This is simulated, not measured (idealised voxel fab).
process module | voxel released beams
cross-section cut | 290 nm wide | cells 5 nm
A cross-section is a grid of square cells, given in bands from the top down. A band is one or more rows of cells.
Each band's line starts with the height of the band's top and of its bottom, in nm. Then come its materials from left to right, each with its width in nm. One material with "throughout" fills the band from edge to edge. "air" is empty space.
Height 0 is the level under which the wafer as received is all one material. The lowest band goes on downwards, as in "0 down".
A width such as "30 to 40" changes by the same amount from each row of cells to the next, from the band's top row to its bottom row.
"no change" after a step means that no cell of the cross-section changed.
closed voids: empty space of 8 cells or more with no open way to the top, each as width x height at its distance from the left edge, in nm
after a step's settings: what the simulator itself notes on the step
overlay nm, on a step with a mask: how far to the right of its planned place the mask lay; to the left if negative
plan
1 op RECEIVE | material Si
2 op CONFORMAL_DEP | material SiN | thk nm 10
3 op DIRECTIONAL_DEP | material SiO2 | thk nm 10
4 op MASKED_ETCH | tone open | mask id ANCHOR | width nm 40 | etch materials SiO2 | depth nm 10 | overlay nm 0
5 op CONFORMAL_DEP | material TiN | thk nm 15
6 op DIRECTIONAL_DEP | material aC | thk nm 15
7 op PATTERN | tone cover | mask id BEAM | material resist | width nm 100 | thk nm 35 | overlay nm 0
8 op DIRECTIONAL_ETCH | etch materials aC | depth nm 15
9 op STRIP | etch materials resist
10 op DIRECTIONAL_ETCH | etch materials TiN | depth nm 15
11 op STRIP | etch materials aC
12 op STRIP | etch materials SiO2
as received, after step 1
  0 down: Si throughout
  closed voids: none
a wafer at the end: this start, this plan, one mistake
  35 to 25: air 90 | TiN 15 | air 10 | TiN 75 | air 100
  25 to 20: air 90 | TiN 100 | air 100
  20 to 10: air 90 | TiN 40 | air 160
  10 to 0: SiN throughout
  0 down: Si throughout
  closed voids: none
what went wrong: step 4 ran as: op MASKED_ETCH | tone open | mask id ANCHOR | width nm 40 | etch materials SiO2 | depth nm 10 | overlay nm -5
